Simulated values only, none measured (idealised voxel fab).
Presented below is a process module, voxel capacitor over wiring.
Section shown: cut. Width: 220 nm. Cell size: 5 nm, square.
A cross-section in this document is a grid of square cells, and it is written down as bands, the top band listed before the ones below it; a band is made up of one or more rows of cells. For a band, the entry starts with two heights in nm, that of the top and then that of the bottom, and carries on with the band's materials in order from left to right, each alongside its width in nm; the word "edge to edge" beside a single material means it fills the band edge to edge, and "air" means empty space. Counting heights begins at 0, where everything beneath is, in the wafer as received, one material. The lowest band has no bottom; it goes on downwards, as "0 -> down" shows. A width such as "30->40" changes by the same amount from each row of cells to the next, from the band's top row to its bottom row. Step marked "no modification"? Then no cell in the cross-section changed in it. Heads up: "Non-vented voids" only lists the empty pockets with no open path to the top that are 8 cells or more, and it writes them as width x height at distance, distance from the left edge, in nm. On each step's line, the part that comes after the settings is the simulator's own comment on the step. Regarding "overlay nm": on a step with a mask, it is the distance the mask lay to the right of its planned place; a negative value places it to the left.

**This section lists the process steps that were planned**
1,RECEIVE with material Si
2,CONFORMAL_DEP with material SiO2, thk nm 15
3,DIRECTIONAL_DEP with material TiN, thk nm 5
4,DIRECTIONAL_DEP with material W, thk nm 15
5,DIRECTIONAL_DEP with material aC, thk nm 15
6,PATTERN with tone cover, mask id METAL_1, material resist, width nm 30, pitch nm 90, thk nm 30, overlay nm 0
7,DIRECTIONAL_ETCH with etch materials aC, depth nm 15
8,STRIP with etch materials resist
9,DIRECTIONAL_ETCH with etch materials W, depth nm 15
10,DIRECTIONAL_ETCH with etch materials TiN, depth nm 5
11,STRIP with etch materials aC
12,CONFORMAL_DEP with material SiN, thk nm 5
13,FILL_DEP with material SiO2, thk nm 5
14,CMP with height nm 35
15,CONFORMAL_DEP with material SiCN, thk nm 5
16,DIRECTIONAL_DEP with material SiO2, thk nm 15
17,PATTERN with tone open, mask id PLUG_1, material resist, width nm 15, thk nm 15, overlay nm 0
18,DIRECTIONAL_ETCH with etch materials SiO2, depth nm 15
19,DIRECTIONAL_ETCH with etch materials SiCN, depth nm 5
20,STRIP with etch materials resist
21,CONFORMAL_DEP with material TiN, thk nm 5
22,FILL_DEP with material Cu, thk nm 10
23,CMP with height nm 55
24,DIRECTIONAL_DEP with material TiN, thk nm 10
25,DIRECTIONAL_DEP with material Al2O3, thk nm 5
26,DIRECTIONAL_DEP with material TiN, thk nm 5
27,PATTERN with tone cover, mask id UPPER_PLATE, material resist, width nm 65, thk nm 15, overlay nm 0
28,DIRECTIONAL_ETCH with etch materials TiN, depth nm 5
29,DIRECTIONAL_ETCH with etch materials Al2O3, depth nm 5
30,STRIP with etch materials resist
31,DIRECTIONAL_DEP with material aC, thk nm 10
32,PATTERN with tone cover, mask id LOWER_PLATE, material resist, width nm 75, thk nm 25, overlay nm 0
33,DIRECTIONAL_ETCH with etch materials aC, depth nm 10
34,STRIP with etch materials resist
35,DIRECTIONAL_ETCH with etch materials TiN, depth nm 10
36,STRIP with etch materials aC
37,FILL_DEP with material SiO2, thk nm 20
38,CMP with height nm 90
39,MASKED_ETCH with tone open, mask id PLUG_2, width nm 15, etch materials SiO2, depth nm 15, overlay nm 0
40,CONFORMAL_DEP with material TiN, thk nm 5
41,FILL_DEP with material W, thk nm 5
42,CMP with height nm 90
43,CONFORMAL_DEP with material SiCN, thk nm 5
Variable across wafers: step 39 width nm (plan value is that of the first wafer; starting state common to all).

**Cross-section of the first of several wafers as received (after step 1)**
	0 -> down = Si edge to edge
	Non-vented voids: none

**Tabulated below, wafer by wafer, are the end-of-module results: for each material, the number of cells gained (+) or lost (-) relative to the as-received state, followed by the closed voids**
width nm 15 | +13 Al2O3 | +3 Cu | +85 SiCN | +44 SiN | +582 SiO2 | +71 TiN | +38 W | Non-vented voids: none
width nm 20 | +13 Al2O3 | +3 Cu | +85 SiCN | +44 SiN | +579 SiO2 | +72 TiN | +40 W | Non-vented voids: none
width nm 25 | +13 Al2O3 | +3 Cu | +85 SiCN | +44 SiN | +576 SiO2 | +73 TiN | +42 W | Non-vented voids: none
width nm 30 | +13 Al2O3 | +3 Cu | +85 SiCN | +44 SiN | +573 SiO2 | +74 TiN | +44 W | Non-vented voids: none
